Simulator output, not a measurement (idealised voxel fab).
Proc. module: voxel local oxidation
265 nm wide, 5 nm square cells: that's cross-section cut.
A cross-section is written here as square cells arranged in a grid, and it is given in bands from the top down, each band taking up one or more rows of cells. A band entry consists of two parts. The first gives the height of the band's top and the height of its bottom, in nm. The rest lists the band's materials from left to right, each with its width in nm. A single material labelled with the word "edge to edge" fills the band from edge to edge, and the word "blank" marks empty space. The reference from which all heights are counted is 0, the level beneath which the as-received wafer is entirely one material; the lowest band, having no lower bound, proceeds downward and is written after the example "0 nm and below". The width entry "30->40" should be interpreted row by row: the top row of cells in the band takes the first number, the bottom row takes the second number, and the change between adjacent rows is uniform throughout. Step note "all unchanged" = no cross-section cell changed. "Completely enclosed voids" contains a list of empty spaces, each no smaller than 8 cells and without an open way to the top, written in the form width x height at distance with the distance from the left edge and all three in nm. Heads up: the bit after the settings on a step's line is the simulator's remark on that step. A step line may carry the setting "overlay nm", which, for steps involving a mask, states the distance by which the mask lay to the right of its intended position; negative values denote displacement to the left.
# Process steps - plan
| 1 | RECEIVE,material Si |
| 2 | OXIDIZE,depth nm 5 |
| 3 | CONFORMAL_DEP,material SiN,thk nm 15 |
| 4 | MASKED_ETCH,tone cover,mask id ACTIVE,width nm 90,etch materials SiN,depth nm 15,overlay nm 0 |
| 5 | SELECTIVE_ETCH,etch materials SiO2,depth nm 5 |
| 6 | OXIDIZE,depth nm 10 |
| 7 | STRIP,etch materials SiN |
Among the wafers covered here, the point of difference is the width nm at step 4; their starting state is shared, and the plan presents the value of the first wafer.
# Cross-section of the first of several received wafers, showing its state after step 1
* 0 nm and below: Si edge to edge
* Completely enclosed voids: none
# Take any row and you have a wafer at the end of the module: how many cells of each material it has gained (+) or lost (-) since it was received, and then its closed voids
width nm 90; -135 Si; +98 SiO2; Completely enclosed voids: none
width nm 95; -133 Si; +97 SiO2; Completely enclosed voids: none
width nm 100; -131 Si; +96 SiO2; Completely enclosed voids: none
width nm 105; -129 Si; +95 SiO2; Completely enclosed voids: none
width nm 110; -127 Si; +94 SiO2; Completely enclosed voids: none
width nm 115; -125 Si; +93 SiO2; Completely enclosed voids: none
